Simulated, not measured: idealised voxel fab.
process module | voxel self aligned vias
cross-section cut | 165 nm wide | cells 5 nm
A cross-section is a grid of square cells, given in bands from the top down. A band is one or more rows of cells.
Each band's line starts with the height of the band's top and of its bottom, in nm. Then come its materials from left to right, each with its width in nm. One material with "throughout" fills the band from edge to edge. "air" is empty space.
Height 0 is the level under which the wafer as received is all one material. The lowest band goes on downwards, as in "0 down".
A width such as "30 to 40" changes by the same amount from each row of cells to the next, from the band's top row to its bottom row.
"no change" after a step means that no cell of the cross-section changed.
closed voids: empty space of 8 cells or more with no open way to the top, each as width x height at its distance from the left edge, in nm
after a step's settings: what the simulator itself notes on the step
overlay nm, on a step with a mask: how far to the right of its planned place the mask lay; to the left if negative
plan
1 op RECEIVE | material Si
2 op CONFORMAL_DEP | material SiO2 | thk nm 15
3 op CONFORMAL_DEP | material SiCN | thk nm 5
4 op DIRECTIONAL_DEP | material SiO2 | thk nm 30
5 op PATTERN | tone open | mask id LINES | material resist | width nm 25 | pitch nm 75 | thk nm 20 | overlay nm 0
6 op DIRECTIONAL_ETCH | etch materials SiO2 | depth nm 30
7 op STRIP | etch materials resist
8 op CONFORMAL_DEP | material TiN | thk nm 5
9 op FILL_DEP | material Ru | thk nm 5
10 op CMP | height nm 50
11 op SELECTIVE_ETCH | etch materials W Ru TiN | depth nm 5
12 op FILL_DEP | material SiN | thk nm 5
13 op CMP | height nm 50
14 op DIRECTIONAL_DEP | material SiO2 | thk nm 20
15 op PATTERN | tone open | mask id VIAS | material resist | width nm 35 | pitch nm 75 | thk nm 20 | overlay nm 0
16 op DIRECTIONAL_ETCH | etch materials SiO2 | depth nm 20
17 op DIRECTIONAL_ETCH | etch materials SiN | depth nm 5
18 op STRIP | etch materials resist
19 op CONFORMAL_DEP | material TiN | thk nm 5
20 op FILL_DEP | material Cu | thk nm 10
21 op CMP | height nm 70
22 op CONFORMAL_DEP | material SiN | thk nm 5
varied across the wafers: width nm of step 15. The plan shows the first wafer's value. All wafers start alike
first wafer as received, after step 1
  0 down: Si throughout
  closed voids: none
first wafer at the end, after step 22
  75 to 70: SiN throughout
  70 to 55: SiO2 25 | TiN 5 | Cu 25 | TiN 5 | SiO2 40 | TiN 5 | Cu 25 | TiN 5 | SiO2 30
  55 to 50: SiO2 25 | TiN 10 | Cu 15 | TiN 10 | SiO2 40 | TiN 10 | Cu 15 | TiN 10 | SiO2 30
  50 to 45: SiO2 30 | TiN 25 | SiO2 50 | TiN 25 | SiO2 35
  45 to 25: SiO2 30 | TiN 5 | Ru 15 | TiN 5 | SiO2 50 | TiN 5 | Ru 15 | TiN 5 | SiO2 35
  25 to 20: SiO2 30 | TiN 25 | SiO2 50 | TiN 25 | SiO2 35
  20 to 15: SiCN throughout
  15 to 0: SiO2 throughout
  0 down: Si throughout
  closed voids: none
last wafer at the end
  75 to 70: SiN throughout
  70 to 55: SiO2 15 | TiN 5 | Cu 50 | TiN 5 | SiO2 15 | TiN 5 | Cu 50 | TiN 5 | SiO2 15
  55 to 50: SiO2 15 | TiN 20 | Cu 15 | TiN 25 | SiO2 15 | TiN 20 | Cu 15 | TiN 25 | SiO2 15
  50 to 45: SiO2 30 | TiN 25 | SiO2 50 | TiN 25 | SiO2 35
  45 to 25: SiO2 30 | TiN 5 | Ru 15 | TiN 5 | SiO2 50 | TiN 5 | Ru 15 | TiN 5 | SiO2 35
  25 to 20: SiO2 30 | TiN 25 | SiO2 50 | TiN 25 | SiO2 35
  20 to 15: SiCN throughout
  15 to 0: SiO2 throughout
  0 down: Si throughout
  closed voids: none
each wafer at the end: cells of each material gained (+) or lost (-) since it was received, then its closed voids
width nm 35 | +36 Cu | +24 Ru | +33 SiCN | +33 SiN | +313 SiO2 | +56 TiN | closed voids: none
width nm 40 | +42 Cu | +24 Ru | +33 SiCN | +33 SiN | +305 SiO2 | +58 TiN | closed voids: none
width nm 45 | +48 Cu | +24 Ru | +33 SiCN | +33 SiN | +297 SiO2 | +60 TiN | closed voids: none
width nm 50 | +54 Cu | +24 Ru | +33 SiCN | +33 SiN | +289 SiO2 | +62 TiN | closed voids: none
width nm 55 | +60 Cu | +24 Ru | +33 SiCN | +33 SiN | +281 SiO2 | +64 TiN | closed voids: none
width nm 60 | +66 Cu | +24 Ru | +33 SiCN | +33 SiN | +273 SiO2 | +66 TiN | closed voids: none
